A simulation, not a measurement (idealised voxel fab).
process module | voxel quadruple lines
cross-section cut | 220 nm wide | cells 5 nm
A cross-section is a grid of square cells, given in bands from the top down. A band is one or more rows of cells.
Each band's line starts with the height of the band's top and of its bottom, in nm. Then come its materials from left to right, each with its width in nm. One material with "throughout" fills the band from edge to edge. "air" is empty space.
Height 0 is the level under which the wafer as received is all one material. The lowest band goes on downwards, as in "0 down".
A width such as "30 to 40" changes by the same amount from each row of cells to the next, from the band's top row to its bottom row.
"no change" after a step means that no cell of the cross-section changed.
closed voids: empty space of 8 cells or more with no open way to the top, each as width x height at its distance from the left edge, in nm
after a step's settings: what the simulator itself notes on the step
overlay nm, on a step with a mask: how far to the right of its planned place the mask lay; to the left if negative
plan
1 op RECEIVE | material Si
2 op CONFORMAL_DEP | material SiO2 | thk nm 5
3 op DIRECTIONAL_DEP | material Ru | thk nm 10
4 op DIRECTIONAL_DEP | material polySi | thk nm 20
5 op DIRECTIONAL_DEP | material aC | thk nm 20
6 op PATTERN | tone cover | mask id MANDREL | material resist | width nm 20 | pitch nm 60 | thk nm 30 | overlay nm 0
7 op DIRECTIONAL_ETCH | etch materials aC | depth nm 20
8 op STRIP | etch materials resist
9 op CONFORMAL_DEP | material SiO2 | thk nm 10
10 op DIRECTIONAL_ETCH | etch materials SiO2 | depth nm 10
11 op STRIP | etch materials aC
12 op DIRECTIONAL_ETCH | etch materials polySi | depth nm 20
13 op STRIP | etch materials SiO2
14 op CONFORMAL_DEP | material SiCN | thk nm 5
15 op DIRECTIONAL_ETCH | etch materials SiCN | depth nm 5
16 op STRIP | etch materials polySi
17 op DIRECTIONAL_ETCH | etch materials Ru | depth nm 10
18 op STRIP | etch materials SiCN
19 op FILL_DEP | material lowk | thk nm 10
20 op CMP | height nm 15
first wafer, as planned
as received, after step 1
  0 down: Si throughout
  closed voids: none
after step 2
  5 to 0: SiO2 throughout
  below 0: unchanged
after step 3
  15 to 5: Ru throughout
  below 5: unchanged
after step 4
  35 to 15: polySi throughout
  below 15: unchanged
after step 5
  55 to 35: aC throughout
  below 35: unchanged
after step 6
  85 to 55: air 70 | resist 20 | air 40 | resist 20 | air 70
  below 55: unchanged
after step 7
  65 to 55: air 70 | resist 20 | air 40 | resist 20 | air 70
  55 to 35: air 70 | aC 20 | air 40 | aC 20 | air 70
  below 35: unchanged
after step 8
  55 to 35: air 70 | aC 20 | air 40 | aC 20 | air 70
  below 35: unchanged
after step 9
  65 to 55: air 60 | SiO2 40 | air 20 | SiO2 40 | air 60
  55 to 45: air 60 | SiO2 10 | aC 20 | SiO2 10 | air 20 | SiO2 10 | aC 20 | SiO2 10 | air 60
  45 to 35: SiO2 70 | aC 20 | SiO2 40 | aC 20 | SiO2 70
  below 35: unchanged
after step 10
  55 to 35: air 60 | SiO2 10 | aC 20 | SiO2 10 | air 20 | SiO2 10 | aC 20 | SiO2 10 | air 60
  below 35: unchanged
after step 11
  55 to 35: air 60 | SiO2 10 | air 20 | SiO2 10 | air 20 | SiO2 10 | air 20 | SiO2 10 | air 60
  below 35: unchanged
after step 12
  55 to 35: air 60 | SiO2 10 | air 20 | SiO2 10 | air 20 | SiO2 10 | air 20 | SiO2 10 | air 60
  35 to 15: air 60 | polySi 10 | air 20 | polySi 10 | air 20 | polySi 10 | air 20 | polySi 10 | air 60
  below 15: unchanged
after step 13
  35 to 15: air 60 | polySi 10 | air 20 | polySi 10 | air 20 | polySi 10 | air 20 | polySi 10 | air 60
  below 15: unchanged
after step 14
  40 to 35: air 55 | SiCN 20 | air 10 | SiCN 20 | air 10 | SiCN 20 | air 10 | SiCN 20 | air 55
  35 to 20: air 55 | SiCN 5 | polySi 10 | SiCN 5 | air 10 | SiCN 5 | polySi 10 | SiCN 5 | air 10 | SiCN 5 | polySi 10 | SiCN 5 | air 10 | SiCN 5 | polySi 10 | SiCN 5 | air 55
  20 to 15: SiCN 60 | polySi 10 | SiCN 20 | polySi 10 | SiCN 20 | polySi 10 | SiCN 20 | polySi 10 | SiCN 60
  below 15: unchanged
after step 15
  35 to 15: air 55 | SiCN 5 | polySi 10 | SiCN 5 | air 10 | SiCN 5 | polySi 10 | SiCN 5 | air 10 | SiCN 5 | polySi 10 | SiCN 5 | air 10 | SiCN 5 | polySi 10 | SiCN 5 | air 55
  below 15: unchanged
after step 16
  35 to 15: air 55 | SiCN 5 | air 10 | SiCN 5 | air 10 | SiCN 5 | air 10 | SiCN 5 | air 10 | SiCN 5 | air 10 | SiCN 5 | air 10 | SiCN 5 | air 10 | SiCN 5 | air 55
  below 15: unchanged
after step 17
  35 to 15: air 55 | SiCN 5 | air 10 | SiCN 5 | air 10 | SiCN 5 | air 10 | SiCN 5 | air 10 | SiCN 5 | air 10 | SiCN 5 | air 10 | SiCN 5 | air 10 | SiCN 5 | air 55
  15 to 5: air 55 | Ru 5 | air 10 | Ru 5 | air 10 | Ru 5 | air 10 | Ru 5 | air 10 | Ru 5 | air 10 | Ru 5 | air 10 | Ru 5 | air 10 | Ru 5 | air 55
  below 5: unchanged
after step 18
  15 to 5: air 55 | Ru 5 | air 10 | Ru 5 | air 10 | Ru 5 | air 10 | Ru 5 | air 10 | Ru 5 | air 10 | Ru 5 | air 10 | Ru 5 | air 10 | Ru 5 | air 55
  below 5: unchanged
after step 19
  25 to 15: lowk throughout
  15 to 5: lowk 55 | Ru 5 | lowk 10 | Ru 5 | lowk 10 | Ru 5 | lowk 10 | Ru 5 | lowk 10 | Ru 5 | lowk 10 | Ru 5 | lowk 10 | Ru 5 | lowk 10 | Ru 5 | lowk 55
  below 5: unchanged
after step 20
  15 to 5: lowk 55 | Ru 5 | lowk 10 | Ru 5 | lowk 10 | Ru 5 | lowk 10 | Ru 5 | lowk 10 | Ru 5 | lowk 10 | Ru 5 | lowk 10 | Ru 5 | lowk 10 | Ru 5 | lowk 55
  below 5: unchanged
second wafer: like start, like plan, one mistake. Through step 2 it matches the first wafer
when step 3 should have ended
  25 to 5: polySi throughout
  below 5: unchanged
when step 4 should have ended
  35 to 25: Ru throughout
  below 25: unchanged
when step 5 should have ended
  55 to 35: aC throughout
  below 35: unchanged
when step 6 should have ended
  85 to 55: air 70 | resist 20 | air 40 | resist 20 | air 70
  below 55: unchanged
when step 7 should have ended
  65 to 55: air 70 | resist 20 | air 40 | resist 20 | air 70
  55 to 35: air 70 | aC 20 | air 40 | aC 20 | air 70
  below 35: unchanged
when step 8 should have ended
  55 to 35: air 70 | aC 20 | air 40 | aC 20 | air 70
  below 35: unchanged
when step 9 should have ended
  65 to 55: air 60 | SiO2 40 | air 20 | SiO2 40 | air 60
  55 to 45: air 60 | SiO2 10 | aC 20 | SiO2 10 | air 20 | SiO2 10 | aC 20 | SiO2 10 | air 60
  45 to 35: SiO2 70 | aC 20 | SiO2 40 | aC 20 | SiO2 70
  below 35: unchanged
when step 10 should have ended
  55 to 35: air 60 | SiO2 10 | aC 20 | SiO2 10 | air 20 | SiO2 10 | aC 20 | SiO2 10 | air 60
  below 35: unchanged
when step 11 should have ended
  55 to 35: air 60 | SiO2 10 | air 20 | SiO2 10 | air 20 | SiO2 10 | air 20 | SiO2 10 | air 60
  below 35: unchanged
when step 12 should have ended: no change
when step 13 should have ended
  35 to 25: Ru throughout
  below 25: unchanged
when step 14 should have ended
  40 to 35: SiCN throughout
  below 35: unchanged
when step 15 should have ended
  35 to 25: Ru throughout
  below 25: unchanged
when step 16 should have ended: no change
when step 17 should have ended
  25 to 5: polySi throughout
  below 5: unchanged
when step 18 should have ended: no change
when step 19 should have ended
  35 to 25: lowk throughout
  below 25: unchanged
when step 20 should have ended
  15 to 5: polySi throughout
  below 5: unchanged
what went wrong: steps 3 and 4 were swapped
at the end the second wafer has, in cells: 16 fewer of Ru | 72 fewer of lowk | 88 more of polySi
